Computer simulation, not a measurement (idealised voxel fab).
The process module presented herein is designated voxel capacitor over wiring.
We display cut, a cross-section 175 nm in width whose square cells are each 5 nm.
Reading order for cross-sections: top band down to bottom band. Underlying form: a grid of square cells. Band size: one or more rows of cells. The band entry comprises the height of the band's top followed by the height of its bottom, expressed in nm, and subsequently the band's materials from left to right, each stated together with its width in nm. Where a single material is marked with the word "all across", that material fills the band from edge to edge. The word "air" represents empty space. It should be noted that heights are counted from 0, beneath which the wafer as supplied is of one material throughout, and that the lowest band possesses no lower boundary but continues downward, as written in "0 down". Think of "30 to 40" as a width that walks from the first number to the second as you go down the band, top row to bottom row, taking equal-sized steps from row to row. Basically "changes: none" means that step didn't change any cell in the cross-section. The label "Sealed void listing" introduces a list of the empty spaces, 8 cells or larger, that have no open way up to the top; each entry in it reads width x height at distance, where the distance is taken from the left edge and all three are stated in nm. If you see something after the settings on a step's line, that's the simulator's own remark about that step. "overlay nm" on a masked step: distance the mask lay right of its planned place, negative for left.
The process steps that were planned are listed below
1 RECEIVE with material Si
2 CONFORMAL_DEP with material SiO2, thk nm 10
3 DIRECTIONAL_DEP with material TiN, thk nm 5
4 DIRECTIONAL_DEP with material Ru, thk nm 20
5 DIRECTIONAL_DEP with material aC, thk nm 15
6 PATTERN with tone cover, mask id METAL_1, material resist, width nm 25, pitch nm 75, thk nm 30, overlay nm 0
7 DIRECTIONAL_ETCH with etch materials aC, depth nm 15
8 STRIP with etch materials resist
9 DIRECTIONAL_ETCH with etch materials Ru, depth nm 20
10 DIRECTIONAL_ETCH with etch materials TiN, depth nm 5
11 STRIP with etch materials aC
12 FILL_DEP with material lowk, thk nm 10
13 CMP with height nm 35
14 CONFORMAL_DEP with material SiCN, thk nm 5
15 DIRECTIONAL_DEP with material SiO2, thk nm 20
16 DIRECTIONAL_DEP with material aC, thk nm 10
17 PATTERN with tone open, mask id PLUG_1, material resist, width nm 15, thk nm 25, overlay nm 0
18 DIRECTIONAL_ETCH with etch materials aC, depth nm 10
19 STRIP with etch materials resist
20 DIRECTIONAL_ETCH with etch materials SiO2, depth nm 20
21 DIRECTIONAL_ETCH with etch materials SiCN, depth nm 5
22 STRIP with etch materials aC
23 EPI with material Ru, thk nm 10
24 EPI with material Ru, thk nm 10
25 EPI with material Ru, thk nm 5
26 DIRECTIONAL_DEP with material TiN, thk nm 10
27 DIRECTIONAL_DEP with material SiN, thk nm 5
28 DIRECTIONAL_DEP with material TiN, thk nm 5
29 PATTERN with tone cover, mask id UPPER_PLATE, material resist, width nm 55, thk nm 15, overlay nm 0
30 DIRECTIONAL_ETCH with etch materials TiN, depth nm 5
31 DIRECTIONAL_ETCH with etch materials SiN, depth nm 5
32 STRIP with etch materials resist
33 MASKED_ETCH with tone cover, mask id LOWER_PLATE, width nm 65, etch materials TiN, depth nm 10, overlay nm 0
34 FILL_DEP with material SiO2, thk nm 20
35 CMP with height nm 95
36 DIRECTIONAL_DEP with material aC, thk nm 10
37 PATTERN with tone open, mask id PLUG_2, material resist, width nm 15, thk nm 30, overlay nm 0
38 DIRECTIONAL_ETCH with etch materials aC, depth nm 10
39 STRIP with etch materials resist
40 DIRECTIONAL_ETCH with etch materials SiO2, depth nm 15
41 STRIP with etch materials aC
42 CONFORMAL_DEP with material TiN, thk nm 5
43 FILL_DEP with material Cu, thk nm 5
44 CMP with height nm 95
45 CONFORMAL_DEP with material SiN, thk nm 5
Step 1 complete: cross-section of the wafer as received
    0 down  Si all across
    Sealed void listing: none
The module was run from the start shown above using the plan shown above, but one mistake was made doing it; the resulting wafer cross-section is below
    100 to 95  SiN all across
    95 to 85  55 of SiO2 | 5 of TiN | 5 of Cu | 5 of TiN | 105 of SiO2
    85 to 75  55 to 45 of SiO2 | 15 to 55 of TiN | 105 to 75 of SiO2
    75 to 70  45 of SiO2 | 55 of SiN | 75 of SiO2
    70 to 60  40 of SiO2 | 65 of TiN | 70 of SiO2
    60 to 40  35 of SiO2 | 15 of Ru | 125 of SiO2
    40 to 35  35 of SiCN | 15 of Ru | 125 of SiCN
    35 to 15  35 of lowk | 25 of Ru | 50 of lowk | 25 of Ru | 40 of lowk
    15 to 10  35 of lowk | 25 of TiN | 50 of lowk | 25 of TiN | 40 of lowk
    10 to 0  SiO2 all across
    0 down  Si all across
    Sealed void listing: none
Deviation noted in wafer processing: step 17 deviated from plan and actually ran as PATTERN with tone open, mask id PLUG_1, material resist, width nm 15, thk nm 25, overlay nm -10
